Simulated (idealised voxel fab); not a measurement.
Module name: voxel transistor to metal (process module)
Each square cell in cross-section cut measures 5 nm, and the section as a whole is 200 nm wide.
We lay out every cross-section as a grid of square cells and spell it out in bands from the top down, where one band means one or more rows of cells.
A band entry consists of two parts. The first gives the height of the band's top and the height of its bottom, in nm. The rest lists the band's materials from left to right, each with its width in nm. A single material labelled with the word "everywhere" fills the band from edge to edge, and the word "blank" marks empty space.
Measure heights from 0. That's the level where, below it, the as-received wafer is all one material. The lowest band is bottomless and extends downward; write it as in "z 0 and below".
Read "30 to 40" as a graded width: first number on top, second number at the bottom, same change between each pair of neighbouring rows.
Key: "stayed the same" - step with no changed cell in the cross-section.
"Internal closed voids": empty spaces of 8 cells or more with no open way to the top, each given as width x height at distance, distance from the left edge, all in nm.
Where a step's line continues beyond its settings, the continuation is a remark by the simulator itself on that step.
overlay nm: mask right of planned place by this much (step with mask). Neg. = left.

-- The planned process steps are enumerated hereunder
step 1: RECEIVE, material Si
step 2: CONFORMAL_DEP, material SiO2, thk nm 5
step 3: CONFORMAL_DEP, material SiN, thk nm 10
step 4: PATTERN, tone cover, mask id ACTIVE, material resist, width nm 120, thk nm 15, overlay nm 0
step 5: DIRECTIONAL_ETCH, etch materials SiN, depth nm 10
step 6: DIRECTIONAL_ETCH, etch materials SiO2, depth nm 5
step 7: DIRECTIONAL_ETCH, etch materials Si, depth nm 20
step 8: STRIP, etch materials resist
step 9: OXIDIZE, depth nm 5
step 10: FILL_DEP, material SiO2, thk nm 10
step 11: CMP, height nm 15
step 12: SELECTIVE_ETCH, etch materials SiO2, depth nm 10
step 13: STRIP, etch materials SiN
step 14: SELECTIVE_ETCH, etch materials SiO2, depth nm 5
step 15: OXIDIZE, depth nm 5
step 16: DIRECTIONAL_DEP, material polySi, thk nm 30
step 17: DIRECTIONAL_DEP, material SiCN, thk nm 15
step 18: DIRECTIONAL_DEP, material aC, thk nm 15
step 19: PATTERN, tone cover, mask id GATE, material resist, width nm 20, thk nm 35, overlay nm 0
step 20: DIRECTIONAL_ETCH, etch materials aC, depth nm 15
step 21: STRIP, etch materials resist
step 22: DIRECTIONAL_ETCH, etch materials SiCN, depth nm 25
step 23: DIRECTIONAL_ETCH, etch materials polySi, depth nm 40
step 24: STRIP, etch materials aC
step 25: CONFORMAL_DEP, material SiO2, thk nm 5
step 26: DIRECTIONAL_ETCH, etch materials SiO2, depth nm 5
step 27: CONFORMAL_DEP, material SiN, thk nm 5
step 28: DIRECTIONAL_ETCH, etch materials SiN, depth nm 5
step 29: DIRECTIONAL_ETCH, etch materials SiO2, depth nm 5
step 30: DIRECTIONAL_ETCH, etch materials Si, depth nm 5
step 31: EPI, material nSi, thk nm 5
step 32: FILL_DEP, material SiO2, thk nm 5
step 33: CMP, height nm 45
step 34: DIRECTIONAL_DEP, material SiO2, thk nm 15
step 35: DIRECTIONAL_DEP, material aC, thk nm 15
step 36: PATTERN, tone open, mask id CONTACT, material resist, width nm 20, pitch nm 80, thk nm 30, overlay nm 0
step 37: DIRECTIONAL_ETCH, etch materials aC, depth nm 15
step 38: STRIP, etch materials resist
step 39: DIRECTIONAL_ETCH, etch materials SiO2, depth nm 65
step 40: STRIP, etch materials aC
step 41: CONFORMAL_DEP, material TiN, thk nm 5
step 42: FILL_DEP, material W, thk nm 10
step 43: CMP, height nm 60
step 44: DIRECTIONAL_DEP, material TiN, thk nm 5
step 45: DIRECTIONAL_DEP, material Ru, thk nm 20
step 46: PATTERN, tone cover, mask id METAL_1, material resist, width nm 20, pitch nm 80, thk nm 20, overlay nm 0
step 47: DIRECTIONAL_ETCH, etch materials Ru, depth nm 20
step 48: DIRECTIONAL_ETCH, etch materials TiN, depth nm 5
step 49: STRIP, etch materials resist
step 50: FILL_DEP, material lowk, thk nm 10
step 51: CMP, height nm 85
step 52: CONFORMAL_DEP, material SiCN, thk nm 5

-- Wafer, first of two, run as planned

-- Shown in cross-section is the wafer as received, that is, as it stands after step 1
* z 0 and below: Si everywhere
* Internal closed voids: none

-- Wafer after step 2 (cross-section)
* z 5 to 0: SiO2 everywhere
* All layers under 0 are left as they were.

-- Wafer after step 3 (cross-section)
* z 15 to 5: SiN everywhere
* All layers under 5 are left as they were.

-- Wafer after step 4 (cross-section)
* z 30 to 15: 40 blank, 120 resist, 40 blank
* All layers under 15 are left as they were.

-- Wafer after step 5 (cross-section)
* z 30 to 15: 40 blank, 120 resist, 40 blank
* z 15 to 5: 40 blank, 120 SiN, 40 blank
* All layers under 5 are left as they were.

-- Wafer after step 6 (cross-section)
* z 30 to 15: 40 blank, 120 resist, 40 blank
* z 15 to 5: 40 blank, 120 SiN, 40 blank
* z 5 to 0: 40 blank, 120 SiO2, 40 blank
* All layers under 0 are left as they were.

-- Wafer after step 7 (cross-section)
* z 30 to 15: 40 blank, 120 resist, 40 blank
* z 15 to 5: 40 blank, 120 SiN, 40 blank
* z 5 to 0: 40 blank, 120 SiO2, 40 blank
* z 0 to -20: 40 blank, 120 Si, 40 blank
* All layers under -20 are left as they were.

-- Wafer after step 8 (cross-section)
* z 15 to 5: 40 blank, 120 SiN, 40 blank
* All layers under 5 are left as they were.

-- Wafer after step 9 (cross-section)
* z 15 to 5: 40 blank, 120 SiN, 40 blank
* z 5 to 0: 40 blank, 120 SiO2, 40 blank
* z 0 to -20: 40 blank, 5 SiO2, 110 Si, 5 SiO2, 40 blank
* z -20 to -25: 45 SiO2, 110 Si, 45 SiO2
* All layers under -25 are left as they were.

-- Wafer after step 10 (cross-section)
* z 25 to 15: SiO2 everywhere
* z 15 to 5: 40 SiO2, 120 SiN, 40 SiO2
* z 5 to 0: SiO2 everywhere
* z 0 to -25: 45 SiO2, 110 Si, 45 SiO2
* All layers under -25 are left as they were.

-- Wafer after step 11 (cross-section)
* z 15 to 5: 40 SiO2, 120 SiN, 40 SiO2
* All layers under 5 are left as they were.

-- Wafer after step 12 (cross-section)
* z 15 to 5: 40 blank, 120 SiN, 40 blank
* All layers under 5 are left as they were.

-- Wafer after step 13 (cross-section)
* z 5 to 0: SiO2 everywhere
* All layers under 0 are left as they were.

-- Wafer after step 14 (cross-section)
* z 0 to -25: 45 SiO2, 110 Si, 45 SiO2
* All layers under -25 are left as they were.

-- Wafer after step 15 (cross-section)
* z 0 to -5: SiO2 everywhere
* All layers under -5 are left as they were.

-- Wafer after step 16 (cross-section)
* z 30 to 0: polySi everywhere
* All layers under 0 are left as they were.

-- Wafer after step 17 (cross-section)
* z 45 to 30: SiCN everywhere
* All layers under 30 are left as they were.

-- Wafer after step 18 (cross-section)
* z 60 to 45: aC everywhere
* All layers under 45 are left as they were.

-- Wafer after step 19 (cross-section)
* z 95 to 60: 90 blank, 20 resist, 90 blank
* All layers under 60 are left as they were.

-- Wafer after step 20 (cross-section)
* z 80 to 60: 90 blank, 20 resist, 90 blank
* z 60 to 45: 90 blank, 20 aC, 90 blank
* All layers under 45 are left as they were.

-- Wafer after step 21 (cross-section)
* z 60 to 45: 90 blank, 20 aC, 90 blank
* All layers under 45 are left as they were.

-- Wafer after step 22 (cross-section)
* z 60 to 45: 90 blank, 20 aC, 90 blank
* z 45 to 30: 90 blank, 20 SiCN, 90 blank
* All layers under 30 are left as they were.

-- Wafer after step 23 (cross-section)
* z 60 to 45: 90 blank, 20 aC, 90 blank
* z 45 to 30: 90 blank, 20 SiCN, 90 blank
* z 30 to 0: 90 blank, 20 polySi, 90 blank
* All layers under 0 are left as they were.

-- Wafer after step 24 (cross-section)
* z 45 to 30: 90 blank, 20 SiCN, 90 blank
* All layers under 30 are left as they were.

-- Wafer after step 25 (cross-section)
* z 50 to 45: 85 blank, 30 SiO2, 85 blank
* z 45 to 30: 85 blank, 5 SiO2, 20 SiCN, 5 SiO2, 85 blank
* z 30 to 5: 85 blank, 5 SiO2, 20 polySi, 5 SiO2, 85 blank
* z 5 to 0: 90 SiO2, 20 polySi, 90 SiO2
* All layers under 0 are left as they were.

-- Wafer after step 26 (cross-section)
* z 45 to 30: 85 blank, 5 SiO2, 20 SiCN, 5 SiO2, 85 blank
* z 30 to 0: 85 blank, 5 SiO2, 20 polySi, 5 SiO2, 85 blank
* All layers under 0 are left as they were.

-- Wafer after step 27 (cross-section)
* z 50 to 45: 80 blank, 40 SiN, 80 blank
* z 45 to 30: 80 blank, 5 SiN, 5 SiO2, 20 SiCN, 5 SiO2, 5 SiN, 80 blank
* z 30 to 5: 80 blank, 5 SiN, 5 SiO2, 20 polySi, 5 SiO2, 5 SiN, 80 blank
* z 5 to 0: 85 SiN, 5 SiO2, 20 polySi, 5 SiO2, 85 SiN
* All layers under 0 are left as they were.

-- Wafer after step 28 (cross-section)
* z 45 to 30: 80 blank, 5 SiN, 5 SiO2, 20 SiCN, 5 SiO2, 5 SiN, 80 blank
* z 30 to 0: 80 blank, 5 SiN, 5 SiO2, 20 polySi, 5 SiO2, 5 SiN, 80 blank
* All layers under 0 are left as they were.

-- Wafer after step 29 (cross-section)
* z 45 to 40: 80 blank, 5 SiN, 5 blank, 20 SiCN, 5 blank, 5 SiN, 80 blank
* z 40 to 30: 80 blank, 5 SiN, 5 SiO2, 20 SiCN, 5 SiO2, 5 SiN, 80 blank
* z 30 to 0: 80 blank, 5 SiN, 5 SiO2, 20 polySi, 5 SiO2, 5 SiN, 80 blank
* z 0 to -5: 80 blank, 40 SiO2, 80 blank
* All layers under -5 are left as they were.

-- Wafer after step 30 (cross-section)
* z 45 to 40: 80 blank, 5 SiN, 5 blank, 20 SiCN, 5 blank, 5 SiN, 80 blank
* z 40 to 30: 80 blank, 5 SiN, 5 SiO2, 20 SiCN, 5 SiO2, 5 SiN, 80 blank
* z 30 to 0: 80 blank, 5 SiN, 5 SiO2, 20 polySi, 5 SiO2, 5 SiN, 80 blank
* z 0 to -5: 80 blank, 40 SiO2, 80 blank
* z -5 to -10: 45 SiO2, 35 blank, 40 Si, 35 blank, 45 SiO2
* All layers under -10 are left as they were.

-- Wafer after step 31 (cross-section)
* z 45 to 40: 80 blank, 5 SiN, 5 blank, 20 SiCN, 5 blank, 5 SiN, 80 blank
* z 40 to 30: 80 blank, 5 SiN, 5 SiO2, 20 SiCN, 5 SiO2, 5 SiN, 80 blank
* z 30 to 0: 80 blank, 5 SiN, 5 SiO2, 20 polySi, 5 SiO2, 5 SiN, 80 blank
* z 0 to -5: 75 blank, 5 nSi, 40 SiO2, 5 nSi, 75 blank
* z -5 to -10: 45 SiO2, 35 nSi, 40 Si, 35 nSi, 45 SiO2
* All layers under -10 are left as they were.

-- Wafer after step 32 (cross-section)
* z 50 to 45: SiO2 everywhere
* z 45 to 30: 80 SiO2, 5 SiN, 5 SiO2, 20 SiCN, 5 SiO2, 5 SiN, 80 SiO2
* z 30 to 0: 80 SiO2, 5 SiN, 5 SiO2, 20 polySi, 5 SiO2, 5 SiN, 80 SiO2
* z 0 to -5: 75 SiO2, 5 nSi, 40 SiO2, 5 nSi, 75 SiO2
* All layers under -5 are left as they were.

-- Wafer after step 33 (cross-section)
* z 45 to 30: 80 SiO2, 5 SiN, 5 SiO2, 20 SiCN, 5 SiO2, 5 SiN, 80 SiO2
* All layers under 30 are left as they were.

-- Wafer after step 34 (cross-section)
* z 60 to 45: SiO2 everywhere
* All layers under 45 are left as they were.

-- Wafer after step 35 (cross-section)
* z 75 to 60: aC everywhere
* All layers under 60 are left as they were.

-- Wafer after step 36 (cross-section)
* z 105 to 75: 50 resist, 20 blank, 60 resist, 20 blank, 50 resist
* All layers under 75 are left as they were.

-- Wafer after step 37 (cross-section)
* z 90 to 75: 50 resist, 20 blank, 60 resist, 20 blank, 50 resist
* z 75 to 60: 50 aC, 20 blank, 60 aC, 20 blank, 50 aC
* All layers under 60 are left as they were.

-- Wafer after step 38 (cross-section)
* z 75 to 60: 50 aC, 20 blank, 60 aC, 20 blank, 50 aC
* All layers under 60 are left as they were.

-- Wafer after step 39 (cross-section)
* z 75 to 60: 50 aC, 20 blank, 60 aC, 20 blank, 50 aC
* z 60 to 45: 50 SiO2, 20 blank, 60 SiO2, 20 blank, 50 SiO2
* z 45 to 30: 50 SiO2, 20 blank, 10 SiO2, 5 SiN, 5 SiO2, 20 SiCN, 5 SiO2, 5 SiN, 10 SiO2, 20 blank, 50 SiO2
* z 30 to 0: 50 SiO2, 20 blank, 10 SiO2, 5 SiN, 5 SiO2, 20 polySi, 5 SiO2, 5 SiN, 10 SiO2, 20 blank, 50 SiO2
* z 0 to -5: 50 SiO2, 20 blank, 5 SiO2, 5 nSi, 40 SiO2, 5 nSi, 5 SiO2, 20 blank, 50 SiO2
* All layers under -5 are left as they were.

-- Wafer after step 40 (cross-section)
* z 60 to 45: 50 SiO2, 20 blank, 60 SiO2, 20 blank, 50 SiO2
* All layers under 45 are left as they were.

-- Wafer after step 41 (cross-section)
* z 65 to 60: 55 TiN, 10 blank, 70 TiN, 10 blank, 55 TiN
* z 60 to 45: 50 SiO2, 5 TiN, 10 blank, 5 TiN, 60 SiO2, 5 TiN, 10 blank, 5 TiN, 50 SiO2
* z 45 to 30: 50 SiO2, 5 TiN, 10 blank, 5 TiN, 10 SiO2, 5 SiN, 5 SiO2, 20 SiCN, 5 SiO2, 5 SiN, 10 SiO2, 5 TiN, 10 blank, 5 TiN, 50 SiO2
* z 30 to 0: 50 SiO2, 5 TiN, 10 blank, 5 TiN, 10 SiO2, 5 SiN, 5 SiO2, 20 polySi, 5 SiO2, 5 SiN, 10 SiO2, 5 TiN, 10 blank, 5 TiN, 50 SiO2
* z 0 to -5: 50 SiO2, 20 TiN, 5 SiO2, 5 nSi, 40 SiO2, 5 nSi, 5 SiO2, 20 TiN, 50 SiO2
* All layers under -5 are left as they were.

-- Wafer after step 42 (cross-section)
* z 75 to 65: W everywhere
* z 65 to 60: 55 TiN, 10 W, 70 TiN, 10 W, 55 TiN
* z 60 to 45: 50 SiO2, 5 TiN, 10 W, 5 TiN, 60 SiO2, 5 TiN, 10 W, 5 TiN, 50 SiO2
* z 45 to 30: 50 SiO2, 5 TiN, 10 W, 5 TiN, 10 SiO2, 5 SiN, 5 SiO2, 20 SiCN, 5 SiO2, 5 SiN, 10 SiO2, 5 TiN, 10 W, 5 TiN, 50 SiO2
* z 30 to 0: 50 SiO2, 5 TiN, 10 W, 5 TiN, 10 SiO2, 5 SiN, 5 SiO2, 20 polySi, 5 SiO2, 5 SiN, 10 SiO2, 5 TiN, 10 W, 5 TiN, 50 SiO2
* All layers under 0 are left as they were.

-- Wafer after step 43 (cross-section)
* z 60 to 45: 50 SiO2, 5 TiN, 10 W, 5 TiN, 60 SiO2, 5 TiN, 10 W, 5 TiN, 50 SiO2
* All layers under 45 are left as they were.

-- Wafer after step 44 (cross-section)
* z 65 to 60: TiN everywhere
* All layers under 60 are left as they were.

-- Wafer after step 45 (cross-section)
* z 85 to 65: Ru everywhere
* All layers under 65 are left as they were.

-- Wafer after step 46 (cross-section)
* z 105 to 85: 50 blank, 20 resist, 60 blank, 20 resist, 50 blank
* All layers under 85 are left as they were.

-- Wafer after step 47 (cross-section)
* z 105 to 85: 50 blank, 20 resist, 60 blank, 20 resist, 50 blank
* z 85 to 65: 50 blank, 20 Ru, 60 blank, 20 Ru, 50 blank
* All layers under 65 are left as they were.

-- Wafer after step 48 (cross-section)
* z 105 to 85: 50 blank, 20 resist, 60 blank, 20 resist, 50 blank
* z 85 to 65: 50 blank, 20 Ru, 60 blank, 20 Ru, 50 blank
* z 65 to 60: 50 blank, 20 TiN, 60 blank, 20 TiN, 50 blank
* All layers under 60 are left as they were.

-- Wafer after step 49 (cross-section)
* z 85 to 65: 50 blank, 20 Ru, 60 blank, 20 Ru, 50 blank
* All layers under 65 are left as they were.

-- Wafer after step 50 (cross-section)
* z 95 to 85: lowk everywhere
* z 85 to 65: 50 lowk, 20 Ru, 60 lowk, 20 Ru, 50 lowk
* z 65 to 60: 50 lowk, 20 TiN, 60 lowk, 20 TiN, 50 lowk
* All layers under 60 are left as they were.

-- Wafer after step 51 (cross-section)
* z 85 to 65: 50 lowk, 20 Ru, 60 lowk, 20 Ru, 50 lowk
* All layers under 65 are left as they were.

-- Wafer after step 52 (cross-section)
* z 90 to 85: SiCN everywhere
* All layers under 85 are left as they were.

-- Notes, second wafer: start = first wafer's, plan = first wafer's, execution had one mistake; history identical to first through step 18

-- Here is the second wafer in cross-section at the point where step 19 of the plan should have been done
* z 95 to 60: 90 resist, 20 blank, 90 resist
* All layers under 60 are left as they were.

-- Here is the second wafer in cross-section at the point where step 20 of the plan should have been done
* z 80 to 60: 90 resist, 20 blank, 90 resist
* z 60 to 45: 90 aC, 20 blank, 90 aC
* All layers under 45 are left as they were.

-- Here is the second wafer in cross-section at the point where step 21 of the plan should have been done
* z 60 to 45: 90 aC, 20 blank, 90 aC
* All layers under 45 are left as they were.

-- Here is the second wafer in cross-section at the point where step 22 of the plan should have been done
* z 60 to 45: 90 aC, 20 blank, 90 aC
* z 45 to 30: 90 SiCN, 20 blank, 90 SiCN
* All layers under 30 are left as they were.

-- Here is the second wafer in cross-section at the point where step 23 of the plan should have been done
* z 60 to 45: 90 aC, 20 blank, 90 aC
* z 45 to 30: 90 SiCN, 20 blank, 90 SiCN
* z 30 to 0: 90 polySi, 20 blank, 90 polySi
* All layers under 0 are left as they were.

-- Here is the second wafer in cross-section at the point where step 24 of the plan should have been done
* z 45 to 30: 90 SiCN, 20 blank, 90 SiCN
* All layers under 30 are left as they were.

-- Here is the second wafer in cross-section at the point where step 25 of the plan should have been done
* z 50 to 45: 95 SiO2, 10 blank, 95 SiO2
* z 45 to 30: 90 SiCN, 5 SiO2, 10 blank, 5 SiO2, 90 SiCN
* z 30 to 5: 90 polySi, 5 SiO2, 10 blank, 5 SiO2, 90 polySi
* z 5 to 0: 90 polySi, 20 SiO2, 90 polySi
* All layers under 0 are left as they were.

-- Here is the second wafer in cross-section at the point where step 26 of the plan should have been done
* z 45 to 30: 90 SiCN, 5 SiO2, 10 blank, 5 SiO2, 90 SiCN
* z 30 to 0: 90 polySi, 5 SiO2, 10 blank, 5 SiO2, 90 polySi
* All layers under 0 are left as they were.

-- Here is the second wafer in cross-section at the point where step 27 of the plan should have been done
* z 50 to 45: SiN everywhere
* z 45 to 30: 90 SiCN, 5 SiO2, 10 SiN, 5 SiO2, 90 SiCN
* z 30 to 0: 90 polySi, 5 SiO2, 10 SiN, 5 SiO2, 90 polySi
* All layers under 0 are left as they were.

-- Here is the second wafer in cross-section at the point where step 28 of the plan should have been done
* z 45 to 30: 90 SiCN, 5 SiO2, 10 SiN, 5 SiO2, 90 SiCN
* All layers under 30 are left as they were.

-- Here is the second wafer in cross-section at the point where step 29 of the plan should have been done
* z 45 to 40: 90 SiCN, 5 blank, 10 SiN, 5 blank, 90 SiCN
* All layers under 40 are left as they were.

Here is the second wafer in cross-section at the point where step 30 of the plan should have been done: stayed the same

Here is the second wafer in cross-section at the point where step 31 of the plan should have been done: stayed the same

-- Here is the second wafer in cross-section at the point where step 32 of the plan should have been done
* z 50 to 45: SiO2 everywhere
* z 45 to 30: 90 SiCN, 5 SiO2, 10 SiN, 5 SiO2, 90 SiCN
* All layers under 30 are left as they were.

-- Here is the second wafer in cross-section at the point where step 33 of the plan should have been done
* z 45 to 30: 90 SiCN, 5 SiO2, 10 SiN, 5 SiO2, 90 SiCN
* All layers under 30 are left as they were.

-- Here is the second wafer in cross-section at the point where step 34 of the plan should have been done
* z 60 to 45: SiO2 everywhere
* All layers under 45 are left as they were.

-- Here is the second wafer in cross-section at the point where step 35 of the plan should have been done
* z 75 to 60: aC everywhere
* All layers under 60 are left as they were.

-- Here is the second wafer in cross-section at the point where step 36 of the plan should have been done
* z 105 to 75: 50 resist, 20 blank, 60 resist, 20 blank, 50 resist
* All layers under 75 are left as they were.

-- Here is the second wafer in cross-section at the point where step 37 of the plan should have been done
* z 90 to 75: 50 resist, 20 blank, 60 resist, 20 blank, 50 resist
* z 75 to 60: 50 aC, 20 blank, 60 aC, 20 blank, 50 aC
* All layers under 60 are left as they were.

-- Here is the second wafer in cross-section at the point where step 38 of the plan should have been done
* z 75 to 60: 50 aC, 20 blank, 60 aC, 20 blank, 50 aC
* All layers under 60 are left as they were.

-- Here is the second wafer in cross-section at the point where step 39 of the plan should have been done
* z 75 to 60: 50 aC, 20 blank, 60 aC, 20 blank, 50 aC
* z 60 to 45: 50 SiO2, 20 blank, 60 SiO2, 20 blank, 50 SiO2
* All layers under 45 are left as they were.

-- Here is the second wafer in cross-section at the point where step 40 of the plan should have been done
* z 60 to 45: 50 SiO2, 20 blank, 60 SiO2, 20 blank, 50 SiO2
* All layers under 45 are left as they were.

-- Here is the second wafer in cross-section at the point where step 41 of the plan should have been done
* z 65 to 60: 55 TiN, 10 blank, 70 TiN, 10 blank, 55 TiN
* z 60 to 50: 50 SiO2, 5 TiN, 10 blank, 5 TiN, 60 SiO2, 5 TiN, 10 blank, 5 TiN, 50 SiO2
* z 50 to 45: 50 SiO2, 20 TiN, 60 SiO2, 20 TiN, 50 SiO2
* All layers under 45 are left as they were.

-- Here is the second wafer in cross-section at the point where step 42 of the plan should have been done
* z 75 to 65: W everywhere
* z 65 to 60: 55 TiN, 10 W, 70 TiN, 10 W, 55 TiN
* z 60 to 50: 50 SiO2, 5 TiN, 10 W, 5 TiN, 60 SiO2, 5 TiN, 10 W, 5 TiN, 50 SiO2
* All layers under 50 are left as they were.

-- Here is the second wafer in cross-section at the point where step 43 of the plan should have been done
* z 60 to 50: 50 SiO2, 5 TiN, 10 W, 5 TiN, 60 SiO2, 5 TiN, 10 W, 5 TiN, 50 SiO2
* All layers under 50 are left as they were.

-- Here is the second wafer in cross-section at the point where step 44 of the plan should have been done
* z 65 to 60: TiN everywhere
* All layers under 60 are left as they were.

-- Here is the second wafer in cross-section at the point where step 45 of the plan should have been done
* z 85 to 65: Ru everywhere
* All layers under 65 are left as they were.

-- Here is the second wafer in cross-section at the point where step 46 of the plan should have been done
* z 105 to 85: 50 blank, 20 resist, 60 blank, 20 resist, 50 blank
* All layers under 85 are left as they were.

-- Here is the second wafer in cross-section at the point where step 47 of the plan should have been done
* z 105 to 85: 50 blank, 20 resist, 60 blank, 20 resist, 50 blank
* z 85 to 65: 50 blank, 20 Ru, 60 blank, 20 Ru, 50 blank
* All layers under 65 are left as they were.

-- Here is the second wafer in cross-section at the point where step 48 of the plan should have been done
* z 105 to 85: 50 blank, 20 resist, 60 blank, 20 resist, 50 blank
* z 85 to 65: 50 blank, 20 Ru, 60 blank, 20 Ru, 50 blank
* z 65 to 60: 50 blank, 20 TiN, 60 blank, 20 TiN, 50 blank
* All layers under 60 are left as they were.

-- Here is the second wafer in cross-section at the point where step 49 of the plan should have been done
* z 85 to 65: 50 blank, 20 Ru, 60 blank, 20 Ru, 50 blank
* All layers under 65 are left as they were.

-- Here is the second wafer in cross-section at the point where step 50 of the plan should have been done
* z 95 to 85: lowk everywhere
* z 85 to 65: 50 lowk, 20 Ru, 60 lowk, 20 Ru, 50 lowk
* z 65 to 60: 50 lowk, 20 TiN, 60 lowk, 20 TiN, 50 lowk
* All layers under 60 are left as they were.

-- Here is the second wafer in cross-section at the point where step 51 of the plan should have been done
* z 85 to 65: 50 lowk, 20 Ru, 60 lowk, 20 Ru, 50 lowk
* All layers under 65 are left as they were.

-- Here is the second wafer in cross-section at the point where step 52 of the plan should have been done
* z 90 to 85: SiCN everywhere
* All layers under 85 are left as they were.
The plan and the run diverged here: step 19 was run on a setting that differed from the plan, and what really ran there is PATTERN, tone open, mask id GATE, material resist, width nm 20, thk nm 35, overlay nm 0
Bottom line after processing is that, in cells, the second wafer is up or down on some materials versus the first: Si: 14 more, SiCN: 96 more, SiO2: 206 fewer, TiN: 40 fewer, W: 40 fewer, nSi: 16 fewer, polySi: 192 more
